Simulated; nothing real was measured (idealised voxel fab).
Process module, titled voxel fin reveal
We display cut, a cross-section 230 nm in width whose square cells are each 5 nm.
Cross-section, as written here: a square-cell grid given band by band from the top down, where a band holds one or more rows of cells. Band: top height; bottom height; in nm. Then, left to right: material with width in nm, for each material. "edge to edge": a single material spanning edge to edge. "empty": empty space. Heights are expressed relative to 0, this being the level below which the as-received wafer comprises one material exclusively. The lowest band is unbounded in the downward direction and is denoted as in "0..down". Top row gets the first number, bottom row gets the second, and each row in between changes by the same step: that is how a band width like "30->40" works. Where a step carries "no alterations made", the cross-section came out of it unchanged, cell for cell. So "Unvented voids" is basically the list of trapped voids: any empty space of 8 cells or more that can't reach the top through an opening. They're written width x height at distance, the distance being from the left edge, and it's all nm. Note: text after step settings on the step line = simulator remark on that step. overlay nm: where the mask lay relative to plan, measured to the right, on steps with a mask; negatives go left.
## plan
1 RECEIVE | material Si
2 CONFORMAL_DEP | material SiN | thk nm 10
3 MASKED_ETCH | tone cover | mask id FINS | width nm 15 | pitch nm 45 | etch materials SiN | depth nm 10 | overlay nm 0
4 MASKED_ETCH | tone cover | mask id FINS | width nm 15 | pitch nm 45 | etch materials Si | depth nm 35 | overlay nm 0
5 OXIDIZE | depth nm 5
6 FILL_DEP | material SiO2 | thk nm 15
7 CMP | height nm 10
8 SELECTIVE_ETCH | etch materials SiO2 | depth nm 25
9 STRIP | etch materials SiN
10 CONFORMAL_DEP | material SiO2 | thk nm 5
## Delivered wafer in cross-section: state after step 1
> 0..down | Si edge to edge
> Unvented voids: none
## Looking at the first of two wafers in cross-section at end of module - ran to plan
> 5..0 | empty: 85, SiO2: 15, empty: 30, SiO2: 15, empty: 85
> 0..-10 | empty: 85, SiO2: 5, Si: 5, SiO2: 5, empty: 30, SiO2: 5, Si: 5, SiO2: 5, empty: 85
> -10..-40 | SiO2: 90, Si: 5, SiO2: 40, Si: 5, SiO2: 90
> -40..down | Si edge to edge
> Unvented voids: none
## Cross-section at end of module for the second wafer of two, which matched the first in starting point and plan and differed by one mistake in its processing
> 5..0 | SiO2: 85, empty: 15, SiO2: 30, empty: 15, SiO2: 85
> 0..-5 | Si: 80, SiO2: 25, Si: 20, SiO2: 25, Si: 80
> -5..down | Si edge to edge
> Unvented voids: none
Which mistake was made when the wafer was run? step 3 ran with different settings than intended, the actual operation and settings being MASKED_ETCH | tone open | mask id FINS | width nm 15 | pitch nm 45 | etch materials SiN | depth nm 10 | overlay nm 0
Final cells, second wafer relative to first, materials higher or lower: 342 more of Si | 228 fewer of SiO2
